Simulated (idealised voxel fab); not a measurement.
process module | voxel wiring stack
cross-section cut | 205 nm wide | cells 5 nm
A cross-section is a grid of square cells, given in bands from the top down. A band is one or more rows of cells.
Each band's line starts with the height of the band's top and of its bottom, in nm. Then come its materials from left to right, each with its width in nm. One material with "throughout" fills the band from edge to edge. "air" is empty space.
Height 0 is the level under which the wafer as received is all one material. The lowest band goes on downwards, as in "0 down".
A width such as "30 to 40" changes by the same amount from each row of cells to the next, from the band's top row to its bottom row.
"no change" after a step means that no cell of the cross-section changed.
closed voids: empty space of 8 cells or more with no open way to the top, each as width x height at its distance from the left edge, in nm
after a step's settings: what the simulator itself notes on the step
overlay nm, on a step with a mask: how far to the right of its planned place the mask lay; to the left if negative
plan
1 op RECEIVE | material Si
2 op CONFORMAL_DEP | material SiO2 | thk nm 10
3 op CONFORMAL_DEP | material SiCN | thk nm 5
4 op DIRECTIONAL_DEP | material SiO2 | thk nm 25
5 op PATTERN | tone open | mask id METAL_1 | material resist | width nm 25 | pitch nm 40 | thk nm 20 | overlay nm 0
6 op DIRECTIONAL_ETCH | etch materials SiO2 | depth nm 25
7 op DIRECTIONAL_ETCH | etch materials SiCN | depth nm 5
8 op STRIP | etch materials resist
9 op CONFORMAL_DEP | material TiN | thk nm 5
10 op FILL_DEP | material Cu | thk nm 10
11 op CMP | height nm 40
12 op CONFORMAL_DEP | material SiCN | thk nm 5
13 op DIRECTIONAL_DEP | material SiO2 | thk nm 15
14 op DIRECTIONAL_DEP | material aC | thk nm 15
15 op PATTERN | tone open | mask id PLUG_1 | material resist | width nm 15 | thk nm 30 | overlay nm 0
16 op DIRECTIONAL_ETCH | etch materials aC | depth nm 15
17 op STRIP | etch materials resist
18 op DIRECTIONAL_ETCH | etch materials SiO2 | depth nm 15
19 op DIRECTIONAL_ETCH | etch materials SiCN | depth nm 5
20 op STRIP | etch materials aC
21 op EPI | material Ru | thk nm 10
22 op EPI | material Ru | thk nm 10
23 op DIRECTIONAL_DEP | material TiN | thk nm 5
24 op DIRECTIONAL_DEP | material Ru | thk nm 15
25 op DIRECTIONAL_DEP | material aC | thk nm 10
26 op PATTERN | tone cover | mask id METAL_2 | material resist | width nm 25 | pitch nm 40 | thk nm 25 | overlay nm 0
27 op DIRECTIONAL_ETCH | etch materials aC | depth nm 10
28 op STRIP | etch materials resist
29 op DIRECTIONAL_ETCH | etch materials Ru | depth nm 15
30 op DIRECTIONAL_ETCH | etch materials TiN | depth nm 5
31 op STRIP | etch materials aC
32 op CONFORMAL_DEP | material SiCN | thk nm 5
33 op FILL_DEP | material SiO2 | thk nm 10
34 op CMP | height nm 80
35 op CONFORMAL_DEP | material SiN | thk nm 5
first wafer, as planned
as received, after step 1
  0 down: Si throughout
  closed voids: none
after step 2
  10 to 0: SiO2 throughout
  below 0: unchanged
after step 3
  15 to 10: SiCN throughout
  below 10: unchanged
after step 4
  40 to 15: SiO2 throughout
  below 15: unchanged
after step 5
  60 to 40: resist 70 | air 25 | resist 15 | air 25 | resist 70
  below 40: unchanged
after step 6
  60 to 40: resist 70 | air 25 | resist 15 | air 25 | resist 70
  40 to 15: SiO2 70 | air 25 | SiO2 15 | air 25 | SiO2 70
  below 15: unchanged
after step 7
  60 to 40: resist 70 | air 25 | resist 15 | air 25 | resist 70
  40 to 15: SiO2 70 | air 25 | SiO2 15 | air 25 | SiO2 70
  15 to 10: SiCN 70 | air 25 | SiCN 15 | air 25 | SiCN 70
  below 10: unchanged
after step 8
  40 to 15: SiO2 70 | air 25 | SiO2 15 | air 25 | SiO2 70
  below 15: unchanged
after step 9
  45 to 40: TiN 75 | air 15 | TiN 25 | air 15 | TiN 75
  40 to 15: SiO2 70 | TiN 5 | air 15 | TiN 5 | SiO2 15 | TiN 5 | air 15 | TiN 5 | SiO2 70
  15 to 10: SiCN 70 | TiN 25 | SiCN 15 | TiN 25 | SiCN 70
  below 10: unchanged
after step 10
  55 to 45: Cu throughout
  45 to 40: TiN 75 | Cu 15 | TiN 25 | Cu 15 | TiN 75
  40 to 15: SiO2 70 | TiN 5 | Cu 15 | TiN 5 | SiO2 15 | TiN 5 | Cu 15 | TiN 5 | SiO2 70
  below 15: unchanged
after step 11
  40 to 15: SiO2 70 | TiN 5 | Cu 15 | TiN 5 | SiO2 15 | TiN 5 | Cu 15 | TiN 5 | SiO2 70
  below 15: unchanged
after step 12
  45 to 40: SiCN throughout
  below 40: unchanged
after step 13
  60 to 45: SiO2 throughout
  below 45: unchanged
after step 14
  75 to 60: aC throughout
  below 60: unchanged
after step 15
  105 to 75: resist 70 | air 15 | resist 120
  below 75: unchanged
after step 16
  90 to 75: resist 70 | air 15 | resist 120
  75 to 60: aC 70 | air 15 | aC 120
  below 60: unchanged
after step 17
  75 to 60: aC 70 | air 15 | aC 120
  below 60: unchanged
after step 18
  75 to 60: aC 70 | air 15 | aC 120
  60 to 45: SiO2 70 | air 15 | SiO2 120
  below 45: unchanged
after step 19
  75 to 60: aC 70 | air 15 | aC 120
  60 to 45: SiO2 70 | air 15 | SiO2 120
  45 to 40: SiCN 70 | air 15 | SiCN 120
  below 40: unchanged
after step 20
  60 to 45: SiO2 70 | air 15 | SiO2 120
  below 45: unchanged
after step 21
  60 to 50: SiO2 70 | air 15 | SiO2 120
  50 to 45: SiO2 70 | Ru 15 | SiO2 120
  45 to 40: SiCN 70 | Ru 15 | SiCN 120
  below 40: unchanged
after step 22
  60 to 45: SiO2 70 | Ru 15 | SiO2 120
  below 45: unchanged
after step 23
  65 to 60: TiN throughout
  below 60: unchanged
after step 24
  80 to 65: Ru throughout
  below 65: unchanged
after step 25
  90 to 80: aC throughout
  below 80: unchanged
after step 26
  115 to 90: air 70 | resist 25 | air 15 | resist 25 | air 70
  below 90: unchanged
after step 27
  105 to 90: air 70 | resist 25 | air 15 | resist 25 | air 70
  90 to 80: air 70 | aC 25 | air 15 | aC 25 | air 70
  below 80: unchanged
after step 28
  90 to 80: air 70 | aC 25 | air 15 | aC 25 | air 70
  below 80: unchanged
after step 29
  90 to 80: air 70 | aC 25 | air 15 | aC 25 | air 70
  80 to 65: air 70 | Ru 25 | air 15 | Ru 25 | air 70
  below 65: unchanged
after step 30
  90 to 80: air 70 | aC 25 | air 15 | aC 25 | air 70
  80 to 65: air 70 | Ru 25 | air 15 | Ru 25 | air 70
  65 to 60: air 70 | TiN 25 | air 15 | TiN 25 | air 70
  below 60: unchanged
after step 31
  80 to 65: air 70 | Ru 25 | air 15 | Ru 25 | air 70
  below 65: unchanged
after step 32
  85 to 80: air 65 | SiCN 35 | air 5 | SiCN 35 | air 65
  80 to 65: air 65 | SiCN 5 | Ru 25 | SiCN 5 | air 5 | SiCN 5 | Ru 25 | SiCN 5 | air 65
  65 to 60: SiCN 70 | TiN 25 | SiCN 15 | TiN 25 | SiCN 70
  below 60: unchanged
after step 33
  95 to 85: SiO2 throughout
  85 to 80: SiO2 65 | SiCN 35 | SiO2 5 | SiCN 35 | SiO2 65
  80 to 65: SiO2 65 | SiCN 5 | Ru 25 | SiCN 5 | SiO2 5 | SiCN 5 | Ru 25 | SiCN 5 | SiO2 65
  below 65: unchanged
after step 34
  80 to 65: SiO2 65 | SiCN 5 | Ru 25 | SiCN 5 | SiO2 5 | SiCN 5 | Ru 25 | SiCN 5 | SiO2 65
  below 65: unchanged
after step 35
  85 to 80: SiN throughout
  below 80: unchanged
second wafer: like start, like plan, one mistake. Through step 4 it matches the first wafer
when step 5 should have ended
  60 to 40: resist 65 | air 25 | resist 15 | air 25 | resist 75
  below 40: unchanged
when step 6 should have ended
  60 to 40: resist 65 | air 25 | resist 15 | air 25 | resist 75
  40 to 15: SiO2 65 | air 25 | SiO2 15 | air 25 | SiO2 75
  below 15: unchanged
when step 7 should have ended
  60 to 40: resist 65 | air 25 | resist 15 | air 25 | resist 75
  40 to 15: SiO2 65 | air 25 | SiO2 15 | air 25 | SiO2 75
  15 to 10: SiCN 65 | air 25 | SiCN 15 | air 25 | SiCN 75
  below 10: unchanged
when step 8 should have ended
  40 to 15: SiO2 65 | air 25 | SiO2 15 | air 25 | SiO2 75
  below 15: unchanged
when step 9 should have ended
  45 to 40: TiN 70 | air 15 | TiN 25 | air 15 | TiN 80
  40 to 15: SiO2 65 | TiN 5 | air 15 | TiN 5 | SiO2 15 | TiN 5 | air 15 | TiN 5 | SiO2 75
  15 to 10: SiCN 65 | TiN 25 | SiCN 15 | TiN 25 | SiCN 75
  below 10: unchanged
when step 10 should have ended
  55 to 45: Cu throughout
  45 to 40: TiN 70 | Cu 15 | TiN 25 | Cu 15 | TiN 80
  40 to 15: SiO2 65 | TiN 5 | Cu 15 | TiN 5 | SiO2 15 | TiN 5 | Cu 15 | TiN 5 | SiO2 75
  below 15: unchanged
when step 11 should have ended
  40 to 15: SiO2 65 | TiN 5 | Cu 15 | TiN 5 | SiO2 15 | TiN 5 | Cu 15 | TiN 5 | SiO2 75
  below 15: unchanged
when step 12 should have ended
  45 to 40: SiCN throughout
  below 40: unchanged
when step 13 should have ended
  60 to 45: SiO2 throughout
  below 45: unchanged
when step 14 should have ended
  75 to 60: aC throughout
  below 60: unchanged
when step 15 should have ended
  105 to 75: resist 70 | air 15 | resist 120
  below 75: unchanged
when step 16 should have ended
  90 to 75: resist 70 | air 15 | resist 120
  75 to 60: aC 70 | air 15 | aC 120
  below 60: unchanged
when step 17 should have ended
  75 to 60: aC 70 | air 15 | aC 120
  below 60: unchanged
when step 18 should have ended
  75 to 60: aC 70 | air 15 | aC 120
  60 to 45: SiO2 70 | air 15 | SiO2 120
  below 45: unchanged
when step 19 should have ended
  75 to 60: aC 70 | air 15 | aC 120
  60 to 45: SiO2 70 | air 15 | SiO2 120
  45 to 40: SiCN 70 | air 15 | SiCN 120
  below 40: unchanged
when step 20 should have ended
  60 to 45: SiO2 70 | air 15 | SiO2 120
  below 45: unchanged
when step 21 should have ended
  60 to 50: SiO2 70 | air 15 | SiO2 120
  50 to 45: SiO2 70 | Ru 15 | SiO2 120
  45 to 40: SiCN 70 | Ru 15 | SiCN 120
  below 40: unchanged
when step 22 should have ended
  60 to 45: SiO2 70 | Ru 15 | SiO2 120
  below 45: unchanged
when step 23 should have ended
  65 to 60: TiN throughout
  below 60: unchanged
when step 24 should have ended
  80 to 65: Ru throughout
  below 65: unchanged
when step 25 should have ended
  90 to 80: aC throughout
  below 80: unchanged
when step 26 should have ended
  115 to 90: air 70 | resist 25 | air 15 | resist 25 | air 70
  below 90: unchanged
when step 27 should have ended
  105 to 90: air 70 | resist 25 | air 15 | resist 25 | air 70
  90 to 80: air 70 | aC 25 | air 15 | aC 25 | air 70
  below 80: unchanged
when step 28 should have ended
  90 to 80: air 70 | aC 25 | air 15 | aC 25 | air 70
  below 80: unchanged
when step 29 should have ended
  90 to 80: air 70 | aC 25 | air 15 | aC 25 | air 70
  80 to 65: air 70 | Ru 25 | air 15 | Ru 25 | air 70
  below 65: unchanged
when step 30 should have ended
  90 to 80: air 70 | aC 25 | air 15 | aC 25 | air 70
  80 to 65: air 70 | Ru 25 | air 15 | Ru 25 | air 70
  65 to 60: air 70 | TiN 25 | air 15 | TiN 25 | air 70
  below 60: unchanged
when step 31 should have ended
  80 to 65: air 70 | Ru 25 | air 15 | Ru 25 | air 70
  below 65: unchanged
when step 32 should have ended
  85 to 80: air 65 | SiCN 35 | air 5 | SiCN 35 | air 65
  80 to 65: air 65 | SiCN 5 | Ru 25 | SiCN 5 | air 5 | SiCN 5 | Ru 25 | SiCN 5 | air 65
  65 to 60: SiCN 70 | TiN 25 | SiCN 15 | TiN 25 | SiCN 70
  below 60: unchanged
when step 33 should have ended
  95 to 85: SiO2 throughout
  85 to 80: SiO2 65 | SiCN 35 | SiO2 5 | SiCN 35 | SiO2 65
  80 to 65: SiO2 65 | SiCN 5 | Ru 25 | SiCN 5 | SiO2 5 | SiCN 5 | Ru 25 | SiCN 5 | SiO2 65
  below 65: unchanged
when step 34 should have ended
  80 to 65: SiO2 65 | SiCN 5 | Ru 25 | SiCN 5 | SiO2 5 | SiCN 5 | Ru 25 | SiCN 5 | SiO2 65
  below 65: unchanged
when step 35 should have ended
  85 to 80: SiN throughout
  below 80: unchanged
what went wrong: step 5 ran as: op PATTERN | tone open | mask id METAL_1 | material resist | width nm 25 | pitch nm 40 | thk nm 20 | overlay nm -5
at the end the second wafer has, in cells: as many of each material as the first, in other places
